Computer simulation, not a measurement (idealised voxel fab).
process module | voxel fin reveal
cross-section cut | 250 nm wide | cells 5 nm
A cross-section is a grid of square cells, given in bands from the top down. A band is one or more rows of cells.
Each band's line starts with the height of the band's top and of its bottom, in nm. Then come its materials from left to right, each with its width in nm. One material with "throughout" fills the band from edge to edge. "air" is empty space.
Height 0 is the level under which the wafer as received is all one material. The lowest band goes on downwards, as in "0 down".
A width such as "30 to 40" changes by the same amount from each row of cells to the next, from the band's top row to its bottom row.
"no change" after a step means that no cell of the cross-section changed.
closed voids: empty space of 8 cells or more with no open way to the top, each as width x height at its distance from the left edge, in nm
after a step's settings: what the simulator itself notes on the step
overlay nm, on a step with a mask: how far to the right of its planned place the mask lay; to the left if negative
plan
1 op RECEIVE | material Si
2 op CONFORMAL_DEP | material SiN | thk nm 5
3 op PATTERN | tone cover | mask id FINS | material resist | width nm 15 | pitch nm 45 | thk nm 20 | overlay nm 0
4 op DIRECTIONAL_ETCH | etch materials SiN | depth nm 5
5 op DIRECTIONAL_ETCH | etch materials Si | depth nm 35
6 op STRIP | etch materials resist
7 op FILL_DEP | material SiO2 | thk nm 5
8 op CMP | height nm 5
9 op SELECTIVE_ETCH | etch materials SiO2 | depth nm 15
10 op STRIP | etch materials SiN
11 op CONFORMAL_DEP | material HfO2 | thk nm 5
as received, after step 1
  0 down: Si throughout
  closed voids: none
a wafer at the end: this start, this plan, one mistake
  5 to 0: HfO2 55 | air 5 | HfO2 40 | air 5 | HfO2 40 | air 5 | HfO2 40 | air 5 | HfO2 55
  0 to -5: Si 50 | HfO2 5 | air 5 | HfO2 5 | Si 30 | HfO2 5 | air 5 | HfO2 5 | Si 30 | HfO2 5 | air 5 | HfO2 5 | Si 30 | HfO2 5 | air 5 | HfO2 5 | Si 50
  -5 to -10: Si 50 | HfO2 15 | Si 30 | HfO2 15 | Si 30 | HfO2 15 | Si 30 | HfO2 15 | Si 50
  -10 to -35: Si 50 | SiO2 15 | Si 30 | SiO2 15 | Si 30 | SiO2 15 | Si 30 | SiO2 15 | Si 50
  -35 down: Si throughout
  closed voids: none
what went wrong: step 3 ran as: op PATTERN | tone open | mask id FINS | material resist | width nm 15 | pitch nm 45 | thk nm 20 | overlay nm 0
